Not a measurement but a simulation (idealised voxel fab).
process module | voxel released beams
cross-section cut | 195 nm wide | cells 5 nm
A cross-section is a grid of square cells, given in bands from the top down. A band is one or more rows of cells.
Each band's line starts with the height of the band's top and of its bottom, in nm. Then come its materials from left to right, each with its width in nm. One material with "throughout" fills the band from edge to edge. "air" is empty space.
Height 0 is the level under which the wafer as received is all one material. The lowest band goes on downwards, as in "0 down".
A width such as "30 to 40" changes by the same amount from each row of cells to the next, from the band's top row to its bottom row.
"no change" after a step means that no cell of the cross-section changed.
closed voids: empty space of 8 cells or more with no open way to the top, each as width x height at its distance from the left edge, in nm
after a step's settings: what the simulator itself notes on the step
overlay nm, on a step with a mask: how far to the right of its planned place the mask lay; to the left if negative
plan
1 op RECEIVE | material Si
2 op CONFORMAL_DEP | material SiN | thk nm 5
3 op DIRECTIONAL_DEP | material SiO2 | thk nm 10
4 op DIRECTIONAL_DEP | material aC | thk nm 10
5 op PATTERN | tone open | mask id ANCHOR | material resist | width nm 30 | thk nm 30 | overlay nm 0
6 op DIRECTIONAL_ETCH | etch materials aC | depth nm 10
7 op STRIP | etch materials resist
8 op DIRECTIONAL_ETCH | etch materials SiO2 | depth nm 10
9 op STRIP | etch materials aC
10 op CONFORMAL_DEP | material W | thk nm 15
11 op MASKED_ETCH | tone cover | mask id BEAM | width nm 110 | etch materials W | depth nm 15 | overlay nm 0
12 op STRIP | etch materials SiO2
varied across the wafers: width nm of step 5. The plan shows the first wafer's value. All wafers start alike
first wafer as received, after step 1
  0 down: Si throughout
  closed voids: none
each wafer at the end: cells of each material gained (+) or lost (-) since it was received, then its closed voids
width nm 30 | +39 SiN | +78 W | closed voids: none
width nm 35 | +39 SiN | +78 W | closed voids: none
width nm 40 | +39 SiN | +78 W | closed voids: none
width nm 45 | +39 SiN | +78 W | closed voids: none
width nm 50 | +39 SiN | +78 W | closed voids: none
width nm 55 | +39 SiN | +78 W | closed voids: none
